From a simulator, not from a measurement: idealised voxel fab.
The process module that follows is named voxel tone inversion.
Square cell edge 5 nm, section width 195 nm, ID cut.
Reading order for cross-sections: top band down to bottom band. Underlying form: a grid of square cells. Band size: one or more rows of cells. The entry gives the band's vertical extent as a top height and a bottom height in nm, then its horizontal make-up as materials from left to right, each with a width in nm. "empty" stands for empty space; a single material marked "throughout" fills the band edge to edge. A quick word on heights: they are counted from 0, and under that level the wafer as it came to us is one material throughout. The lowest band is different from the rest in having no bottom; it simply continues downward, written as in "z 0 and below". Graded width ("30 to 40"): value in top row of band = first number; value in bottom row = second number; row-to-row change constant. Where the words "changes: none" appear for a step, the cross-section shows no cell changed by that step; every cell remained as before. You'll see "Enclosed internal voids" listing empty spaces that have no way open to the top, as long as they're 8 cells or more; the notation is width x height at distance, where the distance is from the left edge, and all of it is in nm. Post-settings text on a step line: simulator's own remark regarding the step. overlay nm: where the mask lay relative to plan, measured to the right, on steps with a mask; negatives go left.

## Intended process steps
1,RECEIVE: material Si
2,CONFORMAL_DEP: material SiCN, thk nm 10
3,DIRECTIONAL_DEP: material aC, thk nm 20
4,PATTERN: tone cover, mask id POSTS, material resist, width nm 15, pitch nm 45, thk nm 25, overlay nm 0
5,DIRECTIONAL_ETCH: etch materials aC, depth nm 20
6,STRIP: etch materials resist
7,FILL_DEP: material lowk, thk nm 5
8,CMP: height nm 30
9,STRIP: etch materials aC
10,CONFORMAL_DEP: material TiN, thk nm 5
11,FILL_DEP: material Cu, thk nm 5
12,CMP: height nm 30
13,CONFORMAL_DEP: material SiCN, thk nm 5

## Cross-section of the wafer at receipt, which is the condition after step 1
z 0 and below  Si throughout
Enclosed internal voids: none

## The cross-section shown corresponds to the wafer at the conclusion of the module. The initial structure and the process plan are those presented above; however, one mistake occurred in executing the plan
z 35 to 20  SiCN throughout
z 20 to 0  aC throughout
z 0 and below  Si throughout
Enclosed internal voids: none
Heads up, the wafer didn't run the way we planned it: order of steps 2 and 3 inverted relative to the plan
